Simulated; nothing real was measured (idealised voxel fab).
process module | voxel wiring stack
cross-section cut | 155 nm wide | cells 5 nm
A cross-section is a grid of square cells, given in bands from the top down. A band is one or more rows of cells.
Each band's line starts with the height of the band's top and of its bottom, in nm. Then come its materials from left to right, each with its width in nm. One material with "throughout" fills the band from edge to edge. "air" is empty space.
Height 0 is the level under which the wafer as received is all one material. The lowest band goes on downwards, as in "0 down".
A width such as "30 to 40" changes by the same amount from each row of cells to the next, from the band's top row to its bottom row.
"no change" after a step means that no cell of the cross-section changed.
closed voids: empty space of 8 cells or more with no open way to the top, each as width x height at its distance from the left edge, in nm
after a step's settings: what the simulator itself notes on the step
overlay nm, on a step with a mask: how far to the right of its planned place the mask lay; to the left if negative
plan
1 op RECEIVE | material Si
2 op CONFORMAL_DEP | material SiO2 | thk nm 10
3 op DIRECTIONAL_DEP | material TiN | thk nm 5
4 op DIRECTIONAL_DEP | material Ru | thk nm 15
5 op MASKED_ETCH | tone cover | mask id METAL_1 | width nm 25 | pitch nm 45 | etch materials Ru | depth nm 15 | overlay nm 0
6 op MASKED_ETCH | tone cover | mask id METAL_1 | width nm 25 | pitch nm 45 | etch materials TiN | depth nm 5 | overlay nm 0
7 op FILL_DEP | material lowk | thk nm 5
8 op CMP | height nm 30
9 op CONFORMAL_DEP | material SiCN | thk nm 5
10 op DIRECTIONAL_DEP | material lowk | thk nm 10
11 op MASKED_ETCH | tone open | mask id PLUG_1 | width nm 15 | pitch nm 45 | etch materials lowk | depth nm 10 | overlay nm 0
12 op MASKED_ETCH | tone open | mask id PLUG_1 | width nm 15 | pitch nm 45 | etch materials SiCN | depth nm 5 | overlay nm 0
13 op EPI | material Ru | thk nm 10
14 op EPI | material Ru | thk nm 5
15 op CONFORMAL_DEP | material SiCN | thk nm 5
16 op DIRECTIONAL_DEP | material SiO2 | thk nm 25
17 op PATTERN | tone open | mask id METAL_2 | material resist | width nm 25 | pitch nm 45 | thk nm 20 | overlay nm 0
18 op DIRECTIONAL_ETCH | etch materials SiO2 | depth nm 25
19 op DIRECTIONAL_ETCH | etch materials SiCN | depth nm 5
20 op STRIP | etch materials resist
21 op CONFORMAL_DEP | material TiN | thk nm 5
22 op FILL_DEP | material Ru | thk nm 10
23 op CMP | height nm 75
24 op CONFORMAL_DEP | material SiCN | thk nm 5
25 op DIRECTIONAL_DEP | material SiO2 | thk nm 35
26 op PATTERN | tone open | mask id METAL_3 | material resist | width nm 25 | pitch nm 45 | thk nm 20 | overlay nm 0
27 op DIRECTIONAL_ETCH | etch materials SiO2 | depth nm 20
28 op STRIP | etch materials resist
29 op MASKED_ETCH | tone open | mask id METAL_3_HOLES | width nm 15 | pitch nm 90 | etch materials SiO2 | depth nm 15 | overlay nm 0
30 op MASKED_ETCH | tone open | mask id METAL_3_HOLES | width nm 15 | pitch nm 90 | etch materials SiCN | depth nm 5 | overlay nm 0
31 op CONFORMAL_DEP | material TiN | thk nm 5
32 op FILL_DEP | material Cu | thk nm 5
33 op CMP | height nm 115
34 op CONFORMAL_DEP | material SiN | thk nm 5
first wafer, as planned
as received, after step 1
  0 down: Si throughout
  closed voids: none
after step 2
  10 to 0: SiO2 throughout
  below 0: unchanged
after step 3
  15 to 10: TiN throughout
  below 10: unchanged
after step 4
  30 to 15: Ru throughout
  below 15: unchanged
after step 5
  30 to 15: air 20 | Ru 25 | air 20 | Ru 25 | air 20 | Ru 25 | air 20
  below 15: unchanged
after step 6
  30 to 15: air 20 | Ru 25 | air 20 | Ru 25 | air 20 | Ru 25 | air 20
  15 to 10: air 20 | TiN 25 | air 20 | TiN 25 | air 20 | TiN 25 | air 20
  below 10: unchanged
after step 7
  35 to 30: lowk throughout
  30 to 15: lowk 20 | Ru 25 | lowk 20 | Ru 25 | lowk 20 | Ru 25 | lowk 20
  15 to 10: lowk 20 | TiN 25 | lowk 20 | TiN 25 | lowk 20 | TiN 25 | lowk 20
  below 10: unchanged
after step 8
  30 to 15: lowk 20 | Ru 25 | lowk 20 | Ru 25 | lowk 20 | Ru 25 | lowk 20
  below 15: unchanged
after step 9
  35 to 30: SiCN throughout
  below 30: unchanged
after step 10
  45 to 35: lowk throughout
  below 35: unchanged
after step 11
  45 to 35: lowk 20 | air 15 | lowk 30 | air 15 | lowk 30 | air 15 | lowk 30
  below 35: unchanged
after step 12
  45 to 35: lowk 20 | air 15 | lowk 30 | air 15 | lowk 30 | air 15 | lowk 30
  35 to 30: SiCN 20 | air 15 | SiCN 30 | air 15 | SiCN 30 | air 15 | SiCN 30
  below 30: unchanged
after step 13
  45 to 40: lowk 20 | air 15 | lowk 30 | air 15 | lowk 30 | air 15 | lowk 30
  40 to 35: lowk 20 | Ru 15 | lowk 30 | Ru 15 | lowk 30 | Ru 15 | lowk 30
  35 to 30: SiCN 20 | Ru 15 | SiCN 30 | Ru 15 | SiCN 30 | Ru 15 | SiCN 30
  below 30: unchanged
after step 14
  45 to 35: lowk 20 | Ru 15 | lowk 30 | Ru 15 | lowk 30 | Ru 15 | lowk 30
  below 35: unchanged
after step 15
  50 to 45: SiCN throughout
  below 45: unchanged
after step 16
  75 to 50: SiO2 throughout
  below 50: unchanged
after step 17
  95 to 75: resist 20 | air 25 | resist 20 | air 25 | resist 20 | air 25 | resist 20
  below 75: unchanged
after step 18
  95 to 75: resist 20 | air 25 | resist 20 | air 25 | resist 20 | air 25 | resist 20
  75 to 50: SiO2 20 | air 25 | SiO2 20 | air 25 | SiO2 20 | air 25 | SiO2 20
  below 50: unchanged
after step 19
  95 to 75: resist 20 | air 25 | resist 20 | air 25 | resist 20 | air 25 | resist 20
  75 to 50: SiO2 20 | air 25 | SiO2 20 | air 25 | SiO2 20 | air 25 | SiO2 20
  50 to 45: SiCN 20 | air 25 | SiCN 20 | air 25 | SiCN 20 | air 25 | SiCN 20
  below 45: unchanged
after step 20
  75 to 50: SiO2 20 | air 25 | SiO2 20 | air 25 | SiO2 20 | air 25 | SiO2 20
  below 50: unchanged
after step 21
  80 to 75: TiN 25 | air 15 | TiN 30 | air 15 | TiN 30 | air 15 | TiN 25
  75 to 50: SiO2 20 | TiN 5 | air 15 | TiN 5 | SiO2 20 | TiN 5 | air 15 | TiN 5 | SiO2 20 | TiN 5 | air 15 | TiN 5 | SiO2 20
  50 to 45: SiCN 20 | TiN 25 | SiCN 20 | TiN 25 | SiCN 20 | TiN 25 | SiCN 20
  below 45: unchanged
after step 22
  90 to 80: Ru throughout
  80 to 75: TiN 25 | Ru 15 | TiN 30 | Ru 15 | TiN 30 | Ru 15 | TiN 25
  75 to 50: SiO2 20 | TiN 5 | Ru 15 | TiN 5 | SiO2 20 | TiN 5 | Ru 15 | TiN 5 | SiO2 20 | TiN 5 | Ru 15 | TiN 5 | SiO2 20
  below 50: unchanged
after step 23
  75 to 50: SiO2 20 | TiN 5 | Ru 15 | TiN 5 | SiO2 20 | TiN 5 | Ru 15 | TiN 5 | SiO2 20 | TiN 5 | Ru 15 | TiN 5 | SiO2 20
  below 50: unchanged
after step 24
  80 to 75: SiCN throughout
  below 75: unchanged
after step 25
  115 to 80: SiO2 throughout
  below 80: unchanged
after step 26
  135 to 115: resist 20 | air 25 | resist 20 | air 25 | resist 20 | air 25 | resist 20
  below 115: unchanged
after step 27
  135 to 115: resist 20 | air 25 | resist 20 | air 25 | resist 20 | air 25 | resist 20
  115 to 95: SiO2 20 | air 25 | SiO2 20 | air 25 | SiO2 20 | air 25 | SiO2 20
  below 95: unchanged
after step 28
  115 to 95: SiO2 20 | air 25 | SiO2 20 | air 25 | SiO2 20 | air 25 | SiO2 20
  below 95: unchanged
after step 29
  115 to 95: SiO2 20 | air 25 | SiO2 20 | air 25 | SiO2 20 | air 25 | SiO2 20
  95 to 80: SiO2 20 | air 15 | SiO2 75 | air 15 | SiO2 30
  below 80: unchanged
after step 30
  115 to 95: SiO2 20 | air 25 | SiO2 20 | air 25 | SiO2 20 | air 25 | SiO2 20
  95 to 80: SiO2 20 | air 15 | SiO2 75 | air 15 | SiO2 30
  80 to 75: SiCN 20 | air 15 | SiCN 75 | air 15 | SiCN 30
  below 75: unchanged
after step 31
  120 to 115: TiN 25 | air 15 | TiN 30 | air 15 | TiN 30 | air 15 | TiN 25
  115 to 100: SiO2 20 | TiN 5 | air 15 | TiN 5 | SiO2 20 | TiN 5 | air 15 | TiN 5 | SiO2 20 | TiN 5 | air 15 | TiN 5 | SiO2 20
  100 to 95: SiO2 20 | TiN 5 | air 5 | TiN 15 | SiO2 20 | TiN 25 | SiO2 20 | TiN 5 | air 5 | TiN 15 | SiO2 20
  95 to 80: SiO2 20 | TiN 5 | air 5 | TiN 5 | SiO2 75 | TiN 5 | air 5 | TiN 5 | SiO2 30
  80 to 75: SiCN 20 | TiN 15 | SiCN 75 | TiN 15 | SiCN 30
  below 75: unchanged
after step 32
  125 to 120: Cu throughout
  120 to 115: TiN 25 | Cu 15 | TiN 30 | Cu 15 | TiN 30 | Cu 15 | TiN 25
  115 to 100: SiO2 20 | TiN 5 | Cu 15 | TiN 5 | SiO2 20 | TiN 5 | Cu 15 | TiN 5 | SiO2 20 | TiN 5 | Cu 15 | TiN 5 | SiO2 20
  100 to 95: SiO2 20 | TiN 5 | Cu 5 | TiN 15 | SiO2 20 | TiN 25 | SiO2 20 | TiN 5 | Cu 5 | TiN 15 | SiO2 20
  95 to 80: SiO2 20 | TiN 5 | Cu 5 | TiN 5 | SiO2 75 | TiN 5 | Cu 5 | TiN 5 | SiO2 30
  below 80: unchanged
after step 33
  115 to 100: SiO2 20 | TiN 5 | Cu 15 | TiN 5 | SiO2 20 | TiN 5 | Cu 15 | TiN 5 | SiO2 20 | TiN 5 | Cu 15 | TiN 5 | SiO2 20
  below 100: unchanged
after step 34
  120 to 115: SiN throughout
  below 115: unchanged
second wafer: like start, like plan, one mistake. Through step 1 it matches the first wafer
when step 2 should have ended
  10 to 0: Cu throughout
  below 0: unchanged
when step 3 should have ended
  15 to 10: TiN throughout
  below 10: unchanged
when step 4 should have ended
  30 to 15: Ru throughout
  below 15: unchanged
when step 5 should have ended
  30 to 15: air 20 | Ru 25 | air 20 | Ru 25 | air 20 | Ru 25 | air 20
  below 15: unchanged
when step 6 should have ended
  30 to 15: air 20 | Ru 25 | air 20 | Ru 25 | air 20 | Ru 25 | air 20
  15 to 10: air 20 | TiN 25 | air 20 | TiN 25 | air 20 | TiN 25 | air 20
  below 10: unchanged
when step 7 should have ended
  35 to 30: lowk throughout
  30 to 15: lowk 20 | Ru 25 | lowk 20 | Ru 25 | lowk 20 | Ru 25 | lowk 20
  15 to 10: lowk 20 | TiN 25 | lowk 20 | TiN 25 | lowk 20 | TiN 25 | lowk 20
  below 10: unchanged
when step 8 should have ended
  30 to 15: lowk 20 | Ru 25 | lowk 20 | Ru 25 | lowk 20 | Ru 25 | lowk 20
  below 15: unchanged
when step 9 should have ended
  35 to 30: SiCN throughout
  below 30: unchanged
when step 10 should have ended
  45 to 35: lowk throughout
  below 35: unchanged
when step 11 should have ended
  45 to 35: lowk 20 | air 15 | lowk 30 | air 15 | lowk 30 | air 15 | lowk 30
  below 35: unchanged
when step 12 should have ended
  45 to 35: lowk 20 | air 15 | lowk 30 | air 15 | lowk 30 | air 15 | lowk 30
  35 to 30: SiCN 20 | air 15 | SiCN 30 | air 15 | SiCN 30 | air 15 | SiCN 30
  below 30: unchanged
when step 13 should have ended
  45 to 40: lowk 20 | air 15 | lowk 30 | air 15 | lowk 30 | air 15 | lowk 30
  40 to 35: lowk 20 | Ru 15 | lowk 30 | Ru 15 | lowk 30 | Ru 15 | lowk 30
  35 to 30: SiCN 20 | Ru 15 | SiCN 30 | Ru 15 | SiCN 30 | Ru 15 | SiCN 30
  below 30: unchanged
when step 14 should have ended
  45 to 35: lowk 20 | Ru 15 | lowk 30 | Ru 15 | lowk 30 | Ru 15 | lowk 30
  below 35: unchanged
when step 15 should have ended
  50 to 45: SiCN throughout
  below 45: unchanged
when step 16 should have ended
  75 to 50: SiO2 throughout
  below 50: unchanged
when step 17 should have ended
  95 to 75: resist 20 | air 25 | resist 20 | air 25 | resist 20 | air 25 | resist 20
  below 75: unchanged
when step 18 should have ended
  95 to 75: resist 20 | air 25 | resist 20 | air 25 | resist 20 | air 25 | resist 20
  75 to 50: SiO2 20 | air 25 | SiO2 20 | air 25 | SiO2 20 | air 25 | SiO2 20
  below 50: unchanged
when step 19 should have ended
  95 to 75: resist 20 | air 25 | resist 20 | air 25 | resist 20 | air 25 | resist 20
  75 to 50: SiO2 20 | air 25 | SiO2 20 | air 25 | SiO2 20 | air 25 | SiO2 20
  50 to 45: SiCN 20 | air 25 | SiCN 20 | air 25 | SiCN 20 | air 25 | SiCN 20
  below 45: unchanged
when step 20 should have ended
  75 to 50: SiO2 20 | air 25 | SiO2 20 | air 25 | SiO2 20 | air 25 | SiO2 20
  below 50: unchanged
when step 21 should have ended
  80 to 75: TiN 25 | air 15 | TiN 30 | air 15 | TiN 30 | air 15 | TiN 25
  75 to 50: SiO2 20 | TiN 5 | air 15 | TiN 5 | SiO2 20 | TiN 5 | air 15 | TiN 5 | SiO2 20 | TiN 5 | air 15 | TiN 5 | SiO2 20
  50 to 45: SiCN 20 | TiN 25 | SiCN 20 | TiN 25 | SiCN 20 | TiN 25 | SiCN 20
  below 45: unchanged
when step 22 should have ended
  90 to 80: Ru throughout
  80 to 75: TiN 25 | Ru 15 | TiN 30 | Ru 15 | TiN 30 | Ru 15 | TiN 25
  75 to 50: SiO2 20 | TiN 5 | Ru 15 | TiN 5 | SiO2 20 | TiN 5 | Ru 15 | TiN 5 | SiO2 20 | TiN 5 | Ru 15 | TiN 5 | SiO2 20
  below 50: unchanged
when step 23 should have ended
  75 to 50: SiO2 20 | TiN 5 | Ru 15 | TiN 5 | SiO2 20 | TiN 5 | Ru 15 | TiN 5 | SiO2 20 | TiN 5 | Ru 15 | TiN 5 | SiO2 20
  below 50: unchanged
when step 24 should have ended
  80 to 75: SiCN throughout
  below 75: unchanged
when step 25 should have ended
  115 to 80: SiO2 throughout
  below 80: unchanged
when step 26 should have ended
  135 to 115: resist 20 | air 25 | resist 20 | air 25 | resist 20 | air 25 | resist 20
  below 115: unchanged
when step 27 should have ended
  135 to 115: resist 20 | air 25 | resist 20 | air 25 | resist 20 | air 25 | resist 20
  115 to 95: SiO2 20 | air 25 | SiO2 20 | air 25 | SiO2 20 | air 25 | SiO2 20
  below 95: unchanged
when step 28 should have ended
  115 to 95: SiO2 20 | air 25 | SiO2 20 | air 25 | SiO2 20 | air 25 | SiO2 20
  below 95: unchanged
when step 29 should have ended
  115 to 95: SiO2 20 | air 25 | SiO2 20 | air 25 | SiO2 20 | air 25 | SiO2 20
  95 to 80: SiO2 20 | air 15 | SiO2 75 | air 15 | SiO2 30
  below 80: unchanged
when step 30 should have ended
  115 to 95: SiO2 20 | air 25 | SiO2 20 | air 25 | SiO2 20 | air 25 | SiO2 20
  95 to 80: SiO2 20 | air 15 | SiO2 75 | air 15 | SiO2 30
  80 to 75: SiCN 20 | air 15 | SiCN 75 | air 15 | SiCN 30
  below 75: unchanged
when step 31 should have ended
  120 to 115: TiN 25 | air 15 | TiN 30 | air 15 | TiN 30 | air 15 | TiN 25
  115 to 100: SiO2 20 | TiN 5 | air 15 | TiN 5 | SiO2 20 | TiN 5 | air 15 | TiN 5 | SiO2 20 | TiN 5 | air 15 | TiN 5 | SiO2 20
  100 to 95: SiO2 20 | TiN 5 | air 5 | TiN 15 | SiO2 20 | TiN 25 | SiO2 20 | TiN 5 | air 5 | TiN 15 | SiO2 20
  95 to 80: SiO2 20 | TiN 5 | air 5 | TiN 5 | SiO2 75 | TiN 5 | air 5 | TiN 5 | SiO2 30
  80 to 75: SiCN 20 | TiN 15 | SiCN 75 | TiN 15 | SiCN 30
  below 75: unchanged
when step 32 should have ended
  125 to 120: Cu throughout
  120 to 115: TiN 25 | Cu 15 | TiN 30 | Cu 15 | TiN 30 | Cu 15 | TiN 25
  115 to 100: SiO2 20 | TiN 5 | Cu 15 | TiN 5 | SiO2 20 | TiN 5 | Cu 15 | TiN 5 | SiO2 20 | TiN 5 | Cu 15 | TiN 5 | SiO2 20
  100 to 95: SiO2 20 | TiN 5 | Cu 5 | TiN 15 | SiO2 20 | TiN 25 | SiO2 20 | TiN 5 | Cu 5 | TiN 15 | SiO2 20
  95 to 80: SiO2 20 | TiN 5 | Cu 5 | TiN 5 | SiO2 75 | TiN 5 | Cu 5 | TiN 5 | SiO2 30
  below 80: unchanged
when step 33 should have ended
  115 to 100: SiO2 20 | TiN 5 | Cu 15 | TiN 5 | SiO2 20 | TiN 5 | Cu 15 | TiN 5 | SiO2 20 | TiN 5 | Cu 15 | TiN 5 | SiO2 20
  below 100: unchanged
when step 34 should have ended
  120 to 115: SiN throughout
  below 115: unchanged
what went wrong: step 2 ran as: op CONFORMAL_DEP | material Cu | thk nm 10
at the end the second wafer has, in cells: 62 more of Cu | 62 fewer of SiO2
